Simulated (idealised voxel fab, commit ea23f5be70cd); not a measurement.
Title: Process Module voxel fin reveal
The width of the displayed cross-section, cut, is 285 nm; its cells are square, with a size of 5 nm.
For the purposes of this document, a cross-section shall be understood as a grid of square cells, specified as bands listed in top-to-bottom order, each band consisting of one or more rows of cells. This entry defines a band. It first specifies the height of the band's top and the height of its bottom in nm, and then specifies the band's materials from left to right, stating each material with its width in nm. The word "full width" identifies a single material that fills the band from edge to edge, while the word "air" identifies empty space. Heights are measured from 0, the level below which the as-received wafer is all one material; the lowest band has no bottom and continues downward, written as in "from 0 down". When a width is written as two numbers, as in "30..40", the first number is the width in the top row of cells of the band and the second is the width in its bottom row, and the width changes by the same amount from each row to the next. Any step labelled "identical to before" changed none of the cells in the cross-section. For the entry "Unvented cavities", the listed items are empty spaces with no open way to the top whose size is 8 cells or more; each item follows the pattern width x height at distance, where distance is from the left edge and all three are in nm. Step line, after settings: the simulator's comment on this step. On any step carrying a mask, the "overlay nm" setting, if present on the step's line, tells how far right of its planned place the mask lay; negative values point to the left.
Steps in the process plan:
1: RECEIVE with material Si
2: CONFORMAL_DEP with material SiN, thk nm 5
3: MASKED_ETCH with tone cover, mask id FINS, width nm 15, pitch nm 45, etch materials SiN, depth nm 5, overlay nm 0
4: MASKED_ETCH with tone cover, mask id FINS, width nm 15, pitch nm 45, etch materials Si, depth nm 40, overlay nm 0
5: FILL_DEP with material SiO2, thk nm 5
6: CMP with height nm 5
7: SELECTIVE_ETCH with etch materials SiO2, depth nm 30
8: STRIP with etch materials SiN
Cross-section, incoming material, after step 1:
- from 0 down: Si full width
- Unvented cavities: none
The first of two wafers, cross-sectioned at the end of the module, with the run proceeding as planned:
- from 0 to -25: 110 of air, then 15 of Si, then 30 of air, then 15 of Si, then 115 of air
- from -25 to -40: 110 of SiO2, then 15 of Si, then 30 of SiO2, then 15 of Si, then 115 of SiO2
- from -40 down: Si full width
- Unvented cavities: none
Now the second wafer, cross-sectioned at the end of the module. Nothing different at the start, nothing different in the plan compared with the first, just one mistake when it was actually run:
- from 0 to -25: 110 of air, then 15 of Si, then 30 of air, then 15 of Si, then 115 of air
- from -25 to -30: 80 of SiO2, then 30 of air, then 15 of Si, then 30 of air, then 15 of Si, then 30 of air, then 85 of SiO2
- from -30 to -40: 110 of SiO2, then 15 of Si, then 30 of SiO2, then 15 of Si, then 115 of SiO2
- from -40 down: Si full width
- Unvented cavities: none
Here's what went sideways: step 8 occupied the plan position of step 7, and the converse holds as well
Looking at both finished wafers in cells, the second ends up ahead of or behind the first on some materials: SiO2 -18
